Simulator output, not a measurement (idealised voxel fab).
Documented hereafter: the process module known as voxel ribs on slabs.
cross-section cut | 160 nm wide | cells 5 nm
Cross-section layout: square cells on a grid; listed as bands, top to bottom; a band spans one or more cell rows. Top height, bottom height, nm. Materials left to right, width each, nm. Single material + "everywhere" = fills band edge to edge. "air" = empty. Beneath 0, the wafer as received is one material, and that level is where height counting begins. The lowest band goes on downward without a bottom; it is written like "from 0 down". You'd read "30..40" like this: the band's top row of cells is as wide as the first number, its bottom row is as wide as the second, and going down, every row changes width by the same amount as the row before did. "identical to before" means the step left every cell of the cross-section as it was. Reported under the label "Closed cavities" are the empty spaces having no open way to the top and comprising 8 cells or more; the notation for each is width x height at distance, in which the distance is measured from the left edge and all three values are in nm. Read whatever lies past the settings on a step's line as the simulator's own remark about the step. overlay nm: on a step with a mask, how far right of its planned place the mask lay; negative means left.
These are the steps we planned for the process:
1. RECEIVE | material Si
2. DIRECTIONAL_DEP | material SiO2 | thk nm 20
3. DIRECTIONAL_DEP | material SiN | thk nm 20
4. MASKED_ETCH | tone cover | mask id RIB | width nm 25 | etch materials SiN | depth nm 10 | overlay nm 0
5. PATTERN | tone cover | mask id SLAB | material resist | width nm 65 | thk nm 20 | overlay nm 0
6. DIRECTIONAL_ETCH | etch materials SiN | depth nm 10
7. STRIP | etch materials resist
8. FILL_DEP | material SiO2 | thk nm 20
9. CMP | height nm 50
10. DIRECTIONAL_DEP | material TiN | thk nm 10
11. MASKED_ETCH | tone cover | mask id HEATER | width nm 35 | etch materials TiN | depth nm 10 | overlay nm 0
12. CONFORMAL_DEP | material SiN | thk nm 5
The first of two wafers, run as planned:
As-received wafer cross-section (after step 1):
- from 0 down  Si everywhere
- Closed cavities: none
Wafer after step 2 (cross-section):
- from 20 to 0  SiO2 everywhere
- Note: structure below 0 unchanged.
Wafer after step 3 (cross-section):
- from 40 to 20  SiN everywhere
- Note: structure below 20 unchanged.
Wafer after step 4 (cross-section):
- from 40 to 30  air=65; SiN=25; air=70
- Note: structure below 30 unchanged.
Wafer after step 5 (cross-section):
- from 60 to 40  air=45; resist=65; air=50
- from 40 to 30  air=45; resist=20; SiN=25; resist=20; air=50
- Note: structure below 30 unchanged.
Wafer after step 6 (cross-section):
- from 60 to 40  air=45; resist=65; air=50
- from 40 to 30  air=45; resist=20; SiN=25; resist=20; air=50
- from 30 to 20  air=45; SiN=65; air=50
- Note: structure below 20 unchanged.
Wafer after step 7 (cross-section):
- from 40 to 30  air=65; SiN=25; air=70
- Note: structure below 30 unchanged.
Wafer after step 8 (cross-section):
- from 60 to 40  SiO2 everywhere
- from 40 to 30  SiO2=65; SiN=25; SiO2=70
- from 30 to 20  SiO2=45; SiN=65; SiO2=50
- Note: structure below 20 unchanged.
Wafer after step 9 (cross-section):
- from 50 to 40  SiO2 everywhere
- Note: structure below 40 unchanged.
Wafer after step 10 (cross-section):
- from 60 to 50  TiN everywhere
- Note: structure below 50 unchanged.
Wafer after step 11 (cross-section):
- from 60 to 50  air=60; TiN=35; air=65
- Note: structure below 50 unchanged.
Wafer after step 12 (cross-section):
- from 65 to 60  air=55; SiN=45; air=60
- from 60 to 55  air=55; SiN=5; TiN=35; SiN=5; air=60
- from 55 to 50  SiN=60; TiN=35; SiN=65
- Note: structure below 50 unchanged.
Second of two: same start, same plan, one run error; steps up to and including 11 match the first:
The second wafer cut through, at the time step 12 was supposed to be finished:
- from 65 to 60  air=55; SiO2=45; air=60
- from 60 to 55  air=55; SiO2=5; TiN=35; SiO2=5; air=60
- from 55 to 50  SiO2=60; TiN=35; SiO2=65
- Note: structure below 50 unchanged.
So what did we get wrong on this run? in deviation from the planned setting, step 12 was conducted as CONFORMAL_DEP | material SiO2 | thk nm 5
The second wafer ends with more or fewer cells of some materials than the first, per final count: SiN -36 | SiO2 +36
